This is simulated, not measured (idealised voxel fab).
Name of the process module below: voxel self aligned vias
FYI the section here is cut, 230 nm wide, cells are 5 nm squares.
Format of a cross-section: grid, square cells. Given as bands. Order: top down. Band: one or more rows of cells. Band: top and bottom heights (nm) first, top before bottom; then materials from left to right, widths in nm. "edge to edge" marks a sole material filling the band edge to edge. "air" denotes empty space. Counting heights begins at 0, where everything beneath is, in the wafer as received, one material. The lowest band has no bottom; it goes on downwards, as "0..down" shows. A width such as "30->40" changes by the same amount from each row of cells to the next, from the band's top row to its bottom row. Where the words "no change occurred" appear for a step, the cross-section shows no cell changed by that step; every cell remained as before. In the "Sealed void list" entry, you get each enclosed empty space of 8 cells or more, one with no open way to the top, written width x height at distance, distance from the left edge, in nm. Post-settings text on a step line: simulator's own remark regarding the step. When a step includes a mask, the "overlay nm" setting on its line states how far to the right of its planned place that mask lay, and negative values state how far to the left.

SO HERE'S THE LINEUP OF PROCESS STEPS WE PLANNED
1: RECEIVE [material Si]
2: CONFORMAL_DEP [material SiO2] [thk nm 10]
3: CONFORMAL_DEP [material SiCN] [thk nm 5]
4: DIRECTIONAL_DEP [material SiO2] [thk nm 30]
5: DIRECTIONAL_DEP [material aC] [thk nm 10]
6: PATTERN [tone open] [mask id LINES] [material resist] [width nm 20] [pitch nm 55] [thk nm 30] [overlay nm 0]
7: DIRECTIONAL_ETCH [etch materials aC] [depth nm 10]
8: STRIP [etch materials resist]
9: DIRECTIONAL_ETCH [etch materials SiO2] [depth nm 30]
10: STRIP [etch materials aC]
11: CONFORMAL_DEP [material TiN] [thk nm 5]
12: FILL_DEP [material Ru] [thk nm 5]
13: CMP [height nm 45]
14: SELECTIVE_ETCH [etch materials W Ru TiN] [depth nm 10]
15: FILL_DEP [material SiN] [thk nm 10]
16: CMP [height nm 45]
17: DIRECTIONAL_DEP [material SiO2] [thk nm 20]
18: PATTERN [tone open] [mask id VIAS] [material resist] [width nm 40] [pitch nm 110] [thk nm 20] [overlay nm 0]
19: DIRECTIONAL_ETCH [etch materials SiO2] [depth nm 20]
20: DIRECTIONAL_ETCH [etch materials SiN] [depth nm 10]
21: STRIP [etch materials resist]
22: CONFORMAL_DEP [material TiN] [thk nm 5]
23: FILL_DEP [material Cu] [thk nm 10]
24: CMP [height nm 65]
25: CONFORMAL_DEP [material SiN] [thk nm 5]

FIRST WAFER OUT OF TWO, PROCESSED AS PLANNED

AS RECEIVED (POST STEP 1): CROSS-SECTION
  0..down | Si edge to edge
  Sealed void list: none

TAKE A LOOK AT THE WAFER'S CROSS-SECTION AFTER STEP 2
  10..0 | SiO2 edge to edge
  Whatever lies below 0 is exactly as it was before.

TAKE A LOOK AT THE WAFER'S CROSS-SECTION AFTER STEP 3
  15..10 | SiCN edge to edge
  Whatever lies below 10 is exactly as it was before.

TAKE A LOOK AT THE WAFER'S CROSS-SECTION AFTER STEP 4
  45..15 | SiO2 edge to edge
  Whatever lies below 15 is exactly as it was before.

TAKE A LOOK AT THE WAFER'S CROSS-SECTION AFTER STEP 5
  55..45 | aC edge to edge
  Whatever lies below 45 is exactly as it was before.

TAKE A LOOK AT THE WAFER'S CROSS-SECTION AFTER STEP 6
  85..55 | 50 of resist / 20 of air / 35 of resist / 20 of air / 35 of resist / 20 of air / 50 of resist
  Whatever lies below 55 is exactly as it was before.

TAKE A LOOK AT THE WAFER'S CROSS-SECTION AFTER STEP 7
  75..55 | 50 of resist / 20 of air / 35 of resist / 20 of air / 35 of resist / 20 of air / 50 of resist
  55..45 | 50 of aC / 20 of air / 35 of aC / 20 of air / 35 of aC / 20 of air / 50 of aC
  Whatever lies below 45 is exactly as it was before.

TAKE A LOOK AT THE WAFER'S CROSS-SECTION AFTER STEP 8
  55..45 | 50 of aC / 20 of air / 35 of aC / 20 of air / 35 of aC / 20 of air / 50 of aC
  Whatever lies below 45 is exactly as it was before.

TAKE A LOOK AT THE WAFER'S CROSS-SECTION AFTER STEP 9
  55..45 | 50 of aC / 20 of air / 35 of aC / 20 of air / 35 of aC / 20 of air / 50 of aC
  45..15 | 50 of SiO2 / 20 of air / 35 of SiO2 / 20 of air / 35 of SiO2 / 20 of air / 50 of SiO2
  Whatever lies below 15 is exactly as it was before.

TAKE A LOOK AT THE WAFER'S CROSS-SECTION AFTER STEP 10
  45..15 | 50 of SiO2 / 20 of air / 35 of SiO2 / 20 of air / 35 of SiO2 / 20 of air / 50 of SiO2
  Whatever lies below 15 is exactly as it was before.

TAKE A LOOK AT THE WAFER'S CROSS-SECTION AFTER STEP 11
  50..45 | 55 of TiN / 10 of air / 45 of TiN / 10 of air / 45 of TiN / 10 of air / 55 of TiN
  45..20 | 50 of SiO2 / 5 of TiN / 10 of air / 5 of TiN / 35 of SiO2 / 5 of TiN / 10 of air / 5 of TiN / 35 of SiO2 / 5 of TiN / 10 of air / 5 of TiN / 50 of SiO2
  20..15 | 50 of SiO2 / 20 of TiN / 35 of SiO2 / 20 of TiN / 35 of SiO2 / 20 of TiN / 50 of SiO2
  Whatever lies below 15 is exactly as it was before.

TAKE A LOOK AT THE WAFER'S CROSS-SECTION AFTER STEP 12
  55..50 | Ru edge to edge
  50..45 | 55 of TiN / 10 of Ru / 45 of TiN / 10 of Ru / 45 of TiN / 10 of Ru / 55 of TiN
  45..20 | 50 of SiO2 / 5 of TiN / 10 of Ru / 5 of TiN / 35 of SiO2 / 5 of TiN / 10 of Ru / 5 of TiN / 35 of SiO2 / 5 of TiN / 10 of Ru / 5 of TiN / 50 of SiO2
  Whatever lies below 20 is exactly as it was before.

TAKE A LOOK AT THE WAFER'S CROSS-SECTION AFTER STEP 13
  45..20 | 50 of SiO2 / 5 of TiN / 10 of Ru / 5 of TiN / 35 of SiO2 / 5 of TiN / 10 of Ru / 5 of TiN / 35 of SiO2 / 5 of TiN / 10 of Ru / 5 of TiN / 50 of SiO2
  Whatever lies below 20 is exactly as it was before.

TAKE A LOOK AT THE WAFER'S CROSS-SECTION AFTER STEP 14
  45..35 | 50 of SiO2 / 20 of air / 35 of SiO2 / 20 of air / 35 of SiO2 / 20 of air / 50 of SiO2
  Whatever lies below 35 is exactly as it was before.

TAKE A LOOK AT THE WAFER'S CROSS-SECTION AFTER STEP 15
  55..45 | SiN edge to edge
  45..35 | 50 of SiO2 / 20 of SiN / 35 of SiO2 / 20 of SiN / 35 of SiO2 / 20 of SiN / 50 of SiO2
  Whatever lies below 35 is exactly as it was before.

TAKE A LOOK AT THE WAFER'S CROSS-SECTION AFTER STEP 16
  45..35 | 50 of SiO2 / 20 of SiN / 35 of SiO2 / 20 of SiN / 35 of SiO2 / 20 of SiN / 50 of SiO2
  Whatever lies below 35 is exactly as it was before.

TAKE A LOOK AT THE WAFER'S CROSS-SECTION AFTER STEP 17
  65..45 | SiO2 edge to edge
  Whatever lies below 45 is exactly as it was before.

TAKE A LOOK AT THE WAFER'S CROSS-SECTION AFTER STEP 18
  85..65 | 40 of resist / 40 of air / 70 of resist / 40 of air / 40 of resist
  Whatever lies below 65 is exactly as it was before.

TAKE A LOOK AT THE WAFER'S CROSS-SECTION AFTER STEP 19
  85..65 | 40 of resist / 40 of air / 70 of resist / 40 of air / 40 of resist
  65..45 | 40 of SiO2 / 40 of air / 70 of SiO2 / 40 of air / 40 of SiO2
  Whatever lies below 45 is exactly as it was before.

TAKE A LOOK AT THE WAFER'S CROSS-SECTION AFTER STEP 20
  85..65 | 40 of resist / 40 of air / 70 of resist / 40 of air / 40 of resist
  65..45 | 40 of SiO2 / 40 of air / 70 of SiO2 / 40 of air / 40 of SiO2
  45..35 | 50 of SiO2 / 20 of air / 35 of SiO2 / 20 of SiN / 35 of SiO2 / 20 of air / 50 of SiO2
  Whatever lies below 35 is exactly as it was before.

TAKE A LOOK AT THE WAFER'S CROSS-SECTION AFTER STEP 21
  65..45 | 40 of SiO2 / 40 of air / 70 of SiO2 / 40 of air / 40 of SiO2
  Whatever lies below 45 is exactly as it was before.

TAKE A LOOK AT THE WAFER'S CROSS-SECTION AFTER STEP 22
  70..65 | 45 of TiN / 30 of air / 80 of TiN / 30 of air / 45 of TiN
  65..50 | 40 of SiO2 / 5 of TiN / 30 of air / 5 of TiN / 70 of SiO2 / 5 of TiN / 30 of air / 5 of TiN / 40 of SiO2
  50..45 | 40 of SiO2 / 15 of TiN / 10 of air / 15 of TiN / 70 of SiO2 / 15 of TiN / 10 of air / 15 of TiN / 40 of SiO2
  45..40 | 50 of SiO2 / 5 of TiN / 10 of air / 5 of TiN / 35 of SiO2 / 20 of SiN / 35 of SiO2 / 5 of TiN / 10 of air / 5 of TiN / 50 of SiO2
  40..35 | 50 of SiO2 / 20 of TiN / 35 of SiO2 / 20 of SiN / 35 of SiO2 / 20 of TiN / 50 of SiO2
  Whatever lies below 35 is exactly as it was before.

TAKE A LOOK AT THE WAFER'S CROSS-SECTION AFTER STEP 23
  80..70 | Cu edge to edge
  70..65 | 45 of TiN / 30 of Cu / 80 of TiN / 30 of Cu / 45 of TiN
  65..50 | 40 of SiO2 / 5 of TiN / 30 of Cu / 5 of TiN / 70 of SiO2 / 5 of TiN / 30 of Cu / 5 of TiN / 40 of SiO2
  50..45 | 40 of SiO2 / 15 of TiN / 10 of Cu / 15 of TiN / 70 of SiO2 / 15 of TiN / 10 of Cu / 15 of TiN / 40 of SiO2
  45..40 | 50 of SiO2 / 5 of TiN / 10 of Cu / 5 of TiN / 35 of SiO2 / 20 of SiN / 35 of SiO2 / 5 of TiN / 10 of Cu / 5 of TiN / 50 of SiO2
  Whatever lies below 40 is exactly as it was before.

TAKE A LOOK AT THE WAFER'S CROSS-SECTION AFTER STEP 24
  65..50 | 40 of SiO2 / 5 of TiN / 30 of Cu / 5 of TiN / 70 of SiO2 / 5 of TiN / 30 of Cu / 5 of TiN / 40 of SiO2
  Whatever lies below 50 is exactly as it was before.

TAKE A LOOK AT THE WAFER'S CROSS-SECTION AFTER STEP 25
  70..65 | SiN edge to edge
  Whatever lies below 65 is exactly as it was before.

SECOND WAFER: SAME START AND SAME PLAN AS THE FIRST, ONE EXECUTION ERROR; IDENTICAL TO THE FIRST THROUGH STEP 1

Second wafer shown in cross-section at the time step 2 was slated to end: no change occurred

SECOND WAFER SHOWN IN CROSS-SECTION AT THE TIME STEP 3 WAS SLATED TO END
  5..0 | SiCN edge to edge
  Whatever lies below 0 is exactly as it was before.

SECOND WAFER SHOWN IN CROSS-SECTION AT THE TIME STEP 4 WAS SLATED TO END
  35..5 | SiO2 edge to edge
  Whatever lies below 5 is exactly as it was before.

SECOND WAFER SHOWN IN CROSS-SECTION AT THE TIME STEP 5 WAS SLATED TO END
  45..35 | aC edge to edge
  Whatever lies below 35 is exactly as it was before.

SECOND WAFER SHOWN IN CROSS-SECTION AT THE TIME STEP 6 WAS SLATED TO END
  75..45 | 50 of resist / 20 of air / 35 of resist / 20 of air / 35 of resist / 20 of air / 50 of resist
  Whatever lies below 45 is exactly as it was before.

SECOND WAFER SHOWN IN CROSS-SECTION AT THE TIME STEP 7 WAS SLATED TO END
  65..45 | 50 of resist / 20 of air / 35 of resist / 20 of air / 35 of resist / 20 of air / 50 of resist
  45..35 | 50 of aC / 20 of air / 35 of aC / 20 of air / 35 of aC / 20 of air / 50 of aC
  Whatever lies below 35 is exactly as it was before.

SECOND WAFER SHOWN IN CROSS-SECTION AT THE TIME STEP 8 WAS SLATED TO END
  45..35 | 50 of aC / 20 of air / 35 of aC / 20 of air / 35 of aC / 20 of air / 50 of aC
  Whatever lies below 35 is exactly as it was before.

SECOND WAFER SHOWN IN CROSS-SECTION AT THE TIME STEP 9 WAS SLATED TO END
  45..35 | 50 of aC / 20 of air / 35 of aC / 20 of air / 35 of aC / 20 of air / 50 of aC
  35..5 | 50 of SiO2 / 20 of air / 35 of SiO2 / 20 of air / 35 of SiO2 / 20 of air / 50 of SiO2
  Whatever lies below 5 is exactly as it was before.

SECOND WAFER SHOWN IN CROSS-SECTION AT THE TIME STEP 10 WAS SLATED TO END
  35..5 | 50 of SiO2 / 20 of air / 35 of SiO2 / 20 of air / 35 of SiO2 / 20 of air / 50 of SiO2
  Whatever lies below 5 is exactly as it was before.

SECOND WAFER SHOWN IN CROSS-SECTION AT THE TIME STEP 11 WAS SLATED TO END
  40..35 | 55 of TiN / 10 of air / 45 of TiN / 10 of air / 45 of TiN / 10 of air / 55 of TiN
  35..10 | 50 of SiO2 / 5 of TiN / 10 of air / 5 of TiN / 35 of SiO2 / 5 of TiN / 10 of air / 5 of TiN / 35 of SiO2 / 5 of TiN / 10 of air / 5 of TiN / 50 of SiO2
  10..5 | 50 of SiO2 / 20 of TiN / 35 of SiO2 / 20 of TiN / 35 of SiO2 / 20 of TiN / 50 of SiO2
  Whatever lies below 5 is exactly as it was before.

SECOND WAFER SHOWN IN CROSS-SECTION AT THE TIME STEP 12 WAS SLATED TO END
  45..40 | Ru edge to edge
  40..35 | 55 of TiN / 10 of Ru / 45 of TiN / 10 of Ru / 45 of TiN / 10 of Ru / 55 of TiN
  35..10 | 50 of SiO2 / 5 of TiN / 10 of Ru / 5 of TiN / 35 of SiO2 / 5 of TiN / 10 of Ru / 5 of TiN / 35 of SiO2 / 5 of TiN / 10 of Ru / 5 of TiN / 50 of SiO2
  Whatever lies below 10 is exactly as it was before.

Second wafer shown in cross-section at the time step 13 was slated to end: no change occurred

SECOND WAFER SHOWN IN CROSS-SECTION AT THE TIME STEP 14 WAS SLATED TO END
  35..10 | 50 of SiO2 / 5 of TiN / 10 of Ru / 5 of TiN / 35 of SiO2 / 5 of TiN / 10 of Ru / 5 of TiN / 35 of SiO2 / 5 of TiN / 10 of Ru / 5 of TiN / 50 of SiO2
  Whatever lies below 10 is exactly as it was before.

SECOND WAFER SHOWN IN CROSS-SECTION AT THE TIME STEP 15 WAS SLATED TO END
  45..35 | SiN edge to edge
  Whatever lies below 35 is exactly as it was before.

Second wafer shown in cross-section at the time step 16 was slated to end: no change occurred

SECOND WAFER SHOWN IN CROSS-SECTION AT THE TIME STEP 17 WAS SLATED TO END
  65..45 | SiO2 edge to edge
  Whatever lies below 45 is exactly as it was before.

SECOND WAFER SHOWN IN CROSS-SECTION AT THE TIME STEP 18 WAS SLATED TO END
  85..65 | 40 of resist / 40 of air / 70 of resist / 40 of air / 40 of resist
  Whatever lies below 65 is exactly as it was before.

SECOND WAFER SHOWN IN CROSS-SECTION AT THE TIME STEP 19 WAS SLATED TO END
  85..65 | 40 of resist / 40 of air / 70 of resist / 40 of air / 40 of resist
  65..45 | 40 of SiO2 / 40 of air / 70 of SiO2 / 40 of air / 40 of SiO2
  Whatever lies below 45 is exactly as it was before.

SECOND WAFER SHOWN IN CROSS-SECTION AT THE TIME STEP 20 WAS SLATED TO END
  85..65 | 40 of resist / 40 of air / 70 of resist / 40 of air / 40 of resist
  65..45 | 40 of SiO2 / 40 of air / 70 of SiO2 / 40 of air / 40 of SiO2
  45..35 | 40 of SiN / 40 of air / 70 of SiN / 40 of air / 40 of SiN
  Whatever lies below 35 is exactly as it was before.

SECOND WAFER SHOWN IN CROSS-SECTION AT THE TIME STEP 21 WAS SLATED TO END
  65..45 | 40 of SiO2 / 40 of air / 70 of SiO2 / 40 of air / 40 of SiO2
  Whatever lies below 45 is exactly as it was before.

SECOND WAFER SHOWN IN CROSS-SECTION AT THE TIME STEP 22 WAS SLATED TO END
  70..65 | 45 of TiN / 30 of air / 80 of TiN / 30 of air / 45 of TiN
  65..45 | 40 of SiO2 / 5 of TiN / 30 of air / 5 of TiN / 70 of SiO2 / 5 of TiN / 30 of air / 5 of TiN / 40 of SiO2
  45..40 | 40 of SiN / 5 of TiN / 30 of air / 5 of TiN / 70 of SiN / 5 of TiN / 30 of air / 5 of TiN / 40 of SiN
  40..35 | 40 of SiN / 40 of TiN / 70 of SiN / 40 of TiN / 40 of SiN
  Whatever lies below 35 is exactly as it was before.

SECOND WAFER SHOWN IN CROSS-SECTION AT THE TIME STEP 23 WAS SLATED TO END
  80..70 | Cu edge to edge
  70..65 | 45 of TiN / 30 of Cu / 80 of TiN / 30 of Cu / 45 of TiN
  65..45 | 40 of SiO2 / 5 of TiN / 30 of Cu / 5 of TiN / 70 of SiO2 / 5 of TiN / 30 of Cu / 5 of TiN / 40 of SiO2
  45..40 | 40 of SiN / 5 of TiN / 30 of Cu / 5 of TiN / 70 of SiN / 5 of TiN / 30 of Cu / 5 of TiN / 40 of SiN
  Whatever lies below 40 is exactly as it was before.

SECOND WAFER SHOWN IN CROSS-SECTION AT THE TIME STEP 24 WAS SLATED TO END
  65..45 | 40 of SiO2 / 5 of TiN / 30 of Cu / 5 of TiN / 70 of SiO2 / 5 of TiN / 30 of Cu / 5 of TiN / 40 of SiO2
  Whatever lies below 45 is exactly as it was before.

SECOND WAFER SHOWN IN CROSS-SECTION AT THE TIME STEP 25 WAS SLATED TO END
  70..65 | SiN edge to edge
  Whatever lies below 65 is exactly as it was before.
Heads up, the wafer didn't run the way we planned it: step 2 of the plan was excluded from execution and never run
Upon completion, the second wafer contains, in terms of cells, a greater or smaller amount of certain materials than the first wafer: +16 Cu, +12 Ru, +52 SiN, -92 SiO2, +12 TiN
